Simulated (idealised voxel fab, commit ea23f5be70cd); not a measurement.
The name of this process module is voxel self aligned contacts.
Section shown: cut. Width: 215 nm. Cell size: 5 nm, square.
For the purposes of this document, a cross-section shall be understood as a grid of square cells, specified as bands listed in top-to-bottom order, each band consisting of one or more rows of cells.
Each band's line starts with the height of the band's top and of its bottom, in nm. Then come its materials from left to right, each with its width in nm. One material with "everywhere" fills the band from edge to edge. "blank" is empty space.
Beneath 0, the wafer as received is one material, and that level is where height counting begins. The lowest band goes on downward without a bottom; it is written like "from 0 down".
A width such as "30 to 40" changes by the same amount from each row of cells to the next, from the band's top row to its bottom row.
Where the words "remained the same" appear for a step, the cross-section shows no cell changed by that step; every cell remained as before.
"Unvented voids" means: voids of 8 cells or more that are shut off from the top with no open way through. Written width x height at distance, distance from the left edge, in nm.
Read whatever lies past the settings on a step's line as the simulator's own remark about the step.
overlay nm: how far to the right of its planned place the mask lay on this masked step (negative: to the left).

The planned process steps are enumerated hereunder
1) RECEIVE, material Si
2) CONFORMAL_DEP, material SiO2, thk nm 5
3) DIRECTIONAL_DEP, material polySi, thk nm 20
4) DIRECTIONAL_DEP, material SiN, thk nm 25
5) PATTERN, tone cover, mask id GATE, material resist, width nm 35, pitch nm 75, thk nm 15, overlay nm 0
6) DIRECTIONAL_ETCH, etch materials SiN, depth nm 25
7) DIRECTIONAL_ETCH, etch materials polySi, depth nm 20
8) STRIP, etch materials resist
9) CONFORMAL_DEP, material SiN, thk nm 10
10) DIRECTIONAL_ETCH, etch materials SiN, depth nm 10
11) FILL_DEP, material SiO2, thk nm 20
12) CMP, height nm 60
13) DIRECTIONAL_DEP, material aC, thk nm 10
14) PATTERN, tone open, mask id CONTACT, material resist, width nm 40, pitch nm 75, thk nm 25, overlay nm 0
15) DIRECTIONAL_ETCH, etch materials aC, depth nm 10
16) STRIP, etch materials resist
17) DIRECTIONAL_ETCH, etch materials SiO2, depth nm 60
18) STRIP, etch materials aC
19) CONFORMAL_DEP, material TiN, thk nm 5
20) FILL_DEP, material Ru, thk nm 10
21) CMP, height nm 60
22) CONFORMAL_DEP, material SiCN, thk nm 5
Variable across wafers: step 14 width nm (plan value is that of the first wafer; starting state common to all).

This is how the first of several wafers looked in cross-section when it arrived, which is after step 1
> from 0 down  Si everywhere
> Unvented voids: none

Module end state after final step 22: cross-section of the first of several wafers
> from 65 to 60  SiCN everywhere
> from 60 to 50  SiO2 (50), TiN (5 to 15), Ru (30 to 10), TiN (5 to 15), SiO2 (35), TiN (5 to 15), Ru (30 to 10), TiN (5 to 15), SiO2 (50)
> from 50 to 25  SiO2 (5), SiN (55), TiN (5), Ru (10), TiN (5), SiN (55), TiN (5), Ru (10), TiN (5), SiN (55), SiO2 (5)
> from 25 to 5  SiO2 (5), SiN (10), polySi (35), SiN (10), TiN (5), Ru (10), TiN (5), SiN (10), polySi (35), SiN (10), TiN (5), Ru (10), TiN (5), SiN (10), polySi (35), SiN (10), SiO2 (5)
> from 5 to 0  SiO2 (60), TiN (20), SiO2 (55), TiN (20), SiO2 (60)
> from 0 down  Si everywhere
> Unvented voids: none

The last wafer as seen in cross-section at the end of the module
> from 65 to 60  SiCN everywhere
> from 60 to 50  SiO2 (40), TiN (5 to 25), Ru (50 to 10), TiN (5 to 25), SiO2 (15), TiN (5 to 25), Ru (50 to 10), TiN (5 to 25), SiO2 (40)
> from 50 to 25  SiO2 (5), SiN (55), TiN (5), Ru (10), TiN (5), SiN (55), TiN (5), Ru (10), TiN (5), SiN (55), SiO2 (5)
> from 25 to 5  SiO2 (5), SiN (10), polySi (35), SiN (10), TiN (5), Ru (10), TiN (5), SiN (10), polySi (35), SiN (10), TiN (5), Ru (10), TiN (5), SiN (10), polySi (35), SiN (10), SiO2 (5)
> from 5 to 0  SiO2 (60), TiN (20), SiO2 (55), TiN (20), SiO2 (60)
> from 0 down  Si everywhere
> Unvented voids: none

Wafer rows; end of module; cells per material since receipt: (+) gained, (-) lost; then closed voids
width nm 40 | +52 Ru | +43 SiCN | +213 SiN | +107 SiO2 | +60 TiN | +84 polySi | Unvented voids: none
width nm 45 | +54 Ru | +43 SiCN | +213 SiN | +103 SiO2 | +62 TiN | +84 polySi | Unvented voids: none
width nm 50 | +56 Ru | +43 SiCN | +213 SiN | +99 SiO2 | +64 TiN | +84 polySi | Unvented voids: none
width nm 55 | +58 Ru | +43 SiCN | +213 SiN | +95 SiO2 | +66 TiN | +84 polySi | Unvented voids: none
width nm 60 | +60 Ru | +43 SiCN | +213 SiN | +91 SiO2 | +68 TiN | +84 polySi | Unvented voids: none
